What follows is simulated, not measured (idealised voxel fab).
The following is a process module called voxel spacer lines.
255 nm wide, 5 nm square cells: that's cross-section cut.
Throughout this document, each cross-section is represented as a grid of square cells and is presented as a sequence of bands enumerated from the top downward, where a band comprises one or more rows of cells.
The band entry comprises the height of the band's top followed by the height of its bottom, expressed in nm, and subsequently the band's materials from left to right, each stated together with its width in nm. Where a single material is marked with the word "everywhere", that material fills the band from edge to edge. The word "empty" represents empty space.
Beneath 0, the wafer as received is one material, and that level is where height counting begins. The lowest band goes on downward without a bottom; it is written like "0 down".
Note: "30 to 40" means the width goes from the first number (top row of the band) to the second number (bottom row) in equal steps per row of cells.
It should be understood that the words "no modification", when stated for a given step, signify that the cross-section underwent no change in any of its cells during that step.
"Catalogued sealed voids" specifies each empty space that is not open to the top and that occupies no fewer than 8 cells, using the form width x height at distance, the distance measured from the left edge and all three quantities in nm.
What comes after the settings on a step's line is commentary from the simulator itself on that step.
What "overlay nm" on a step's line means: if the step has a mask, that mask lay this far to the right of its planned place, or, when the value is negative, to the left.
**Steps planned for the process**
| 1 | RECEIVE, material Si |
| 2 | CONFORMAL_DEP, material Al2O3, thk nm 10 |
| 3 | DIRECTIONAL_DEP, material polySi, thk nm 15 |
| 4 | DIRECTIONAL_DEP, material aC, thk nm 20 |
| 5 | PATTERN, tone cover, mask id MANDREL, material resist, width nm 25, pitch nm 70, thk nm 25, overlay nm 0 |
| 6 | DIRECTIONAL_ETCH, etch materials aC, depth nm 20 |
| 7 | STRIP, etch materials resist |
| 8 | CONFORMAL_DEP, material SiO2, thk nm 10 |
| 9 | DIRECTIONAL_ETCH, etch materials SiO2, depth nm 10 |
| 10 | STRIP, etch materials aC |
| 11 | DIRECTIONAL_ETCH, etch materials polySi, depth nm 15 |
| 12 | STRIP, etch materials SiO2 |
| 13 | FILL_DEP, material lowk, thk nm 10 |
| 14 | CMP, height nm 25 |
**Here's what the wafer looked like in cross-section when it arrived - that's after step 1**
  0 down  Si everywhere
  Catalogued sealed voids: none
**End state of the module in cross-section, given the above starting point and plan and one mistake in execution**
  25 to 20  70 nm lowk; 45 nm polySi; 25 nm lowk; 45 nm polySi; 70 nm lowk
  20 to 10  polySi everywhere
  10 to 0  Al2O3 everywhere
  0 down  Si everywhere
  Catalogued sealed voids: none
The plan and the run diverged here: step 8, actual vs plan mismatch, actual run CONFORMAL_DEP, material polySi, thk nm 10
